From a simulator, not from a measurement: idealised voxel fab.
process module | voxel ribs on slabs
cross-section cut | 155 nm wide | cells 5 nm
A cross-section is a grid of square cells, given in bands from the top down. A band is one or more rows of cells.
Each band's line starts with the height of the band's top and of its bottom, in nm. Then come its materials from left to right, each with its width in nm. One material with "throughout" fills the band from edge to edge. "air" is empty space.
Height 0 is the level under which the wafer as received is all one material. The lowest band goes on downwards, as in "0 down".
A width such as "30 to 40" changes by the same amount from each row of cells to the next, from the band's top row to its bottom row.
"no change" after a step means that no cell of the cross-section changed.
closed voids: empty space of 8 cells or more with no open way to the top, each as width x height at its distance from the left edge, in nm
after a step's settings: what the simulator itself notes on the step
overlay nm, on a step with a mask: how far to the right of its planned place the mask lay; to the left if negative
plan
1 op RECEIVE | material Si
2 op DIRECTIONAL_DEP | material SiO2 | thk nm 30
3 op DIRECTIONAL_DEP | material polySi | thk nm 25
4 op PATTERN | tone cover | mask id RIB | material resist | width nm 30 | thk nm 15 | overlay nm 0
5 op DIRECTIONAL_ETCH | etch materials polySi | depth nm 10
6 op STRIP | etch materials resist
7 op MASKED_ETCH | tone cover | mask id SLAB | width nm 60 | etch materials polySi | depth nm 15 | overlay nm 0
8 op FILL_DEP | material SiO2 | thk nm 25
9 op CMP | height nm 70
10 op DIRECTIONAL_DEP | material W | thk nm 10
11 op PATTERN | tone cover | mask id HEATER | material resist | width nm 40 | thk nm 15 | overlay nm 0
12 op DIRECTIONAL_ETCH | etch materials W | depth nm 10
13 op STRIP | etch materials resist
14 op CONFORMAL_DEP | material SiO2 | thk nm 10
as received, after step 1
  0 down: Si throughout
  closed voids: none
a wafer at the end: this start, this plan, one mistake
  90 to 80: air 45 | SiO2 60 | air 50
  80 to 70: SiO2 55 | W 40 | SiO2 60
  70 to 55: SiO2 throughout
  55 to 45: SiO2 60 | polySi 30 | SiO2 65
  45 to 40: SiO2 45 | polySi 60 | SiO2 50
  40 to 30: polySi throughout
  30 to 0: SiO2 throughout
  0 down: Si throughout
  closed voids: none
what went wrong: step 7 ran as: op MASKED_ETCH | tone cover | mask id SLAB | width nm 60 | etch materials polySi | depth nm 5 | overlay nm 0
